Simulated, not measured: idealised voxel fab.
You're looking at the process module voxel gate over fins.
We display cut, a cross-section 250 nm in width whose square cells are each 5 nm.
How to read a cross-section here: the picture is a grid of square cells, written as bands going from the top down, and any band can span one or more rows of cells.
Band entry format. Leading values: height of top, height of bottom, nm. Remainder: materials in left-to-right order, each with its width in nm. Special words: "edge to edge" on a single material, which then fills the band edge to edge; "blank", empty space.
We count height from 0. Below that, the starting wafer is all one material. The lowest band never ends at the bottom but goes on down; see "0 and below" for how that is written.
The expression "30 to 40" gives the width at the extremes of the band, the first number at its top row of cells and the second at its bottom row, with the width changing by equal amounts from each row to the next in between.
You'll sometimes find "all unchanged" written for a step, and that's the way of saying that nowhere in the cross-section did a cell change during that step.
What "Voids, fully enclosed" gives you is every empty space of 8 cells or more that is cut off from the top. Each appears as width x height at distance, with the distance taken from the left edge and width, height and distance all in nm.
Whatever follows a step's settings on its line is a remark the simulator itself makes about that step.
Each step line may optionally specify "overlay nm", which for a step with a mask gives the rightward distance between the mask's planned place and where it lay, a negative value indicating the leftward direction.
[Set out below are the planned steps of the process]
1: RECEIVE [material Si]
2: CONFORMAL_DEP [material SiN] [thk nm 5]
3: PATTERN [tone cover] [mask id FINS] [material resist] [width nm 15] [pitch nm 35] [thk nm 15] [overlay nm 0]
4: DIRECTIONAL_ETCH [etch materials SiN] [depth nm 5]
5: DIRECTIONAL_ETCH [etch materials Si] [depth nm 40]
6: STRIP [etch materials resist]
7: FILL_DEP [material SiO2] [thk nm 15]
8: CMP [height nm 5]
9: SELECTIVE_ETCH [etch materials SiO2] [depth nm 15]
10: STRIP [etch materials SiN]
11: CONFORMAL_DEP [material HfO2] [thk nm 5]
12: CONFORMAL_DEP [material TiN] [thk nm 5]
13: FILL_DEP [material W] [thk nm 10]
14: CMP [height nm 15]
15: CONFORMAL_DEP [material SiCN] [thk nm 5]
[Shown in cross-section is the wafer as received, that is, as it stands after step 1]
    0 and below = Si edge to edge
    Voids, fully enclosed: none
[The first of two wafers, cross-sectioned at the end of the module, with the run proceeding as planned]
    20 down to 15 = SiCN edge to edge
    15 down to 10 = W edge to edge
    10 down to 5 = W 70 / TiN 105 / W 75
    5 down to 0 = W 70 / TiN 5 / HfO2 25 / TiN 10 / HfO2 25 / TiN 10 / HfO2 25 / TiN 5 / W 75
    0 down to -5 = TiN 75 / HfO2 5 / Si 15 / HfO2 5 / TiN 10 / HfO2 5 / Si 15 / HfO2 5 / TiN 10 / HfO2 5 / Si 15 / HfO2 5 / TiN 80
    -5 down to -10 = HfO2 80 / Si 15 / HfO2 20 / Si 15 / HfO2 20 / Si 15 / HfO2 85
    -10 down to -40 = SiO2 80 / Si 15 / SiO2 20 / Si 15 / SiO2 20 / Si 15 / SiO2 85
    -40 and below = Si edge to edge
    Voids, fully enclosed: none
[Wafer two (of two), end-of-module cross-section: start = wafer one, plan = wafer one, one run mistake]
    20 down to 15 = SiCN edge to edge
    15 down to 10 = W edge to edge
    10 down to 5 = W 75 / TiN 105 / W 70
    5 down to 0 = W 75 / TiN 5 / HfO2 25 / TiN 10 / HfO2 25 / TiN 10 / HfO2 25 / TiN 5 / W 70
    0 down to -5 = TiN 80 / HfO2 5 / Si 15 / HfO2 5 / TiN 10 / HfO2 5 / Si 15 / HfO2 5 / TiN 10 / HfO2 5 / Si 15 / HfO2 5 / TiN 75
    -5 down to -10 = HfO2 85 / Si 15 / HfO2 20 / Si 15 / HfO2 20 / Si 15 / HfO2 80
    -10 down to -40 = SiO2 85 / Si 15 / SiO2 20 / Si 15 / SiO2 20 / Si 15 / SiO2 80
    -40 and below = Si edge to edge
    Voids, fully enclosed: none
Nonconformance to the process plan: step 3: run off-plan, actual operation and settings PATTERN [tone cover] [mask id FINS] [material resist] [width nm 15] [pitch nm 35] [thk nm 15] [overlay nm 5]
If you tally the cells, the second wafer ends up with the same amount of every material as the first; it's all just sitting in different places.
